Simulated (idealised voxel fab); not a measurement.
You're looking at the process module voxel spacer lines.
Displayed cross-section: cut, width of 205 nm, square cells sized 5 nm.
Cross-section spec: square-cell grid; bands listed top down; each band is one or more rows.
Read a band's entry like this: the first values are the height of its top and the height of its bottom in nm, and what follows is the sequence of materials from left to right, each with its width in nm. Note that "blank" is empty space, and that a single material marked "full width" reaches across the band from edge to edge.
Height reference: 0 = level under which incoming wafer is all one material. Lowest band: no bottom, runs on downward, e.g. "0 and below".
A width such as "30..40" changes by the same amount from each row of cells to the next, from the band's top row to its bottom row.
"nothing altered", as given for a step, is the statement that not any cell of the cross-section underwent a change during that step.
Listed in "Enclosed cavities": every empty space of 8 or more cells without an open way to the top. Form: width x height at distance, the distance being from the left edge, all in nm.
That trailing text on a step's line, after the settings, is the simulator's own remark on the step.
"overlay nm", when on a step's line for a step with a mask, measures how far to the right of its planned place the mask lay; a negative measure means to the left.

# Planned step list for the process
1,RECEIVE,material Si
2,CONFORMAL_DEP,material Al2O3,thk nm 10
3,DIRECTIONAL_DEP,material polySi,thk nm 20
4,DIRECTIONAL_DEP,material aC,thk nm 25
5,PATTERN,tone cover,mask id MANDREL,material resist,width nm 15,pitch nm 60,thk nm 35,overlay nm -15
6,DIRECTIONAL_ETCH,etch materials aC,depth nm 25
7,STRIP,etch materials resist
8,CONFORMAL_DEP,material SiN,thk nm 15
9,DIRECTIONAL_ETCH,etch materials SiN,depth nm 15
10,STRIP,etch materials aC
11,DIRECTIONAL_ETCH,etch materials polySi,depth nm 20
12,STRIP,etch materials SiN
13,FILL_DEP,material SiO2,thk nm 10
14,CMP,height nm 30
All wafers enter the flow in the same state. The overlay nm at step 5 differs from wafer to wafer, and the plan gives the value for the first wafer.

# Cross-section of the first of several received wafers, showing its state after step 1
    0 and below | Si full width
    Enclosed cavities: none

# End of the module, past its last step, step 14: how the first of several wafers looks in cross-section
    30 down to 10 | SiO2 35 nm / polySi 15 nm / SiO2 15 nm / polySi 15 nm / SiO2 15 nm / polySi 15 nm / SiO2 15 nm / polySi 15 nm / SiO2 65 nm
    10 down to 0 | Al2O3 full width
    0 and below | Si full width
    Enclosed cavities: none

# Cross-section of the final wafer among several, taken at the end of the module
    30 down to 10 | SiO2 65 nm / polySi 15 nm / SiO2 15 nm / polySi 15 nm / SiO2 15 nm / polySi 15 nm / SiO2 15 nm / polySi 15 nm / SiO2 35 nm
    10 down to 0 | Al2O3 full width
    0 and below | Si full width
    Enclosed cavities: none

# Where each wafer stands at the end of the module, a row apiece: cells of each material gained (+) or lost (-) since it was received, then closed voids
overlay nm -15 | +82 Al2O3 | +116 SiO2 | +48 polySi | Enclosed cavities: none
overlay nm -10 | +82 Al2O3 | +116 SiO2 | +48 polySi | Enclosed cavities: none
overlay nm -5 | +82 Al2O3 | +116 SiO2 | +48 polySi | Enclosed cavities: none
overlay nm 0 | +82 Al2O3 | +116 SiO2 | +48 polySi | Enclosed cavities: none
overlay nm 5 | +82 Al2O3 | +116 SiO2 | +48 polySi | Enclosed cavities: none
overlay nm 10 | +82 Al2O3 | +116 SiO2 | +48 polySi | Enclosed cavities: none
overlay nm 15 | +82 Al2O3 | +116 SiO2 | +48 polySi | Enclosed cavities: none
